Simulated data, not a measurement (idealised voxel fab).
The name of this process module is voxel self aligned contacts.
For reference, the cross-section in this document is cut, with width 265 nm and square cells of 5 nm.
Heads up, the way a cross-section reads in here is a grid of square cells, handed over as bands from the top down, with every band being one or more rows of cells.
Heights first: top, then bottom, in nm. Then materials, left to right, each with a width in nm. "throughout" on a single material: fills the band edge to edge. "empty": empty space.
Heights from 0 (as-received wafer is one material below). Bottom band endless downward, as "z 0 and below".
The expression "30->40" gives the width at the extremes of the band, the first number at its top row of cells and the second at its bottom row, with the width changing by equal amounts from each row to the next in between.
Step note "all unchanged" = no cross-section cell changed.
Under "Trapped void list" you'll find the enclosed gaps, the ones with no way out to the top, that are 8 cells or bigger; each reads width x height at distance, with distance counted from the left edge, everything in nm.
Anything after a step's settings on that line? It's the simulator's own note about the step.
The optional step-line setting "overlay nm" applies to steps with a mask and quantifies how far to the right of its planned location the mask lay, a negative value indicating leftward placement.
-- Planned step list for the process
1) RECEIVE,material Si
2) OXIDIZE,depth nm 5
3) DIRECTIONAL_DEP,material polySi,thk nm 30
4) DIRECTIONAL_DEP,material SiN,thk nm 20
5) PATTERN,tone cover,mask id GATE,material resist,width nm 30,pitch nm 65,thk nm 20,overlay nm 0
6) DIRECTIONAL_ETCH,etch materials SiN,depth nm 20
7) DIRECTIONAL_ETCH,etch materials polySi,depth nm 30
8) STRIP,etch materials resist
9) CONFORMAL_DEP,material SiN,thk nm 10
10) DIRECTIONAL_ETCH,etch materials SiN,depth nm 10
11) FILL_DEP,material SiO2,thk nm 15
12) CMP,height nm 55
13) DIRECTIONAL_DEP,material aC,thk nm 15
14) PATTERN,tone open,mask id CONTACT,material resist,width nm 45,thk nm 30,overlay nm 0
15) DIRECTIONAL_ETCH,etch materials aC,depth nm 15
16) STRIP,etch materials resist
17) DIRECTIONAL_ETCH,etch materials SiO2,depth nm 60
18) STRIP,etch materials aC
19) CONFORMAL_DEP,material TiN,thk nm 5
20) FILL_DEP,material Ru,thk nm 10
21) CMP,height nm 55
22) CONFORMAL_DEP,material SiN,thk nm 5
-- Incoming wafer, cross-sectional view, post step 1
z 0 and below | Si throughout
Trapped void list: none
-- Module complete - cross-section of the first of two wafers, run according to plan
z 60 to 55 | SiN throughout
z 55 to 50 | 110 SiO2; 20 TiN; 5 Ru; 20 TiN; 110 SiO2
z 50 to 30 | 75 SiO2; 50 SiN; 5 TiN; 5 Ru; 5 TiN; 50 SiN; 75 SiO2
z 30 to 0 | 75 SiO2; 10 SiN; 30 polySi; 10 SiN; 5 TiN; 5 Ru; 5 TiN; 10 SiN; 30 polySi; 10 SiN; 75 SiO2
z 0 to -5 | 125 SiO2; 15 TiN; 125 SiO2
z -5 and below | Si throughout
Trapped void list: none
-- Same start, same plan as the first wafer - but one mistake in the run. Cross-section of the second of the two at the end of the module
z 65 to 60 | SiN throughout
z 60 to 55 | 115 TiN; 35 Ru; 115 TiN
z 55 to 50 | 110 SiO2; 20 TiN; 5 Ru; 20 TiN; 110 SiO2
z 50 to 30 | 75 SiO2; 50 SiN; 5 TiN; 5 Ru; 5 TiN; 50 SiN; 75 SiO2
z 30 to 0 | 75 SiO2; 10 SiN; 30 polySi; 10 SiN; 5 TiN; 5 Ru; 5 TiN; 10 SiN; 30 polySi; 10 SiN; 75 SiO2
z 0 to -5 | 125 SiO2; 15 TiN; 125 SiO2
z -5 and below | Si throughout
Trapped void list: none
What was done differently from what was planned? heads up, step 21 didn't go per plan, it actually ran as CMP,height nm 60
The final cell counts differ between the wafers, with the second having more or fewer of some materials than the first: 7 more of Ru | 46 more of TiN
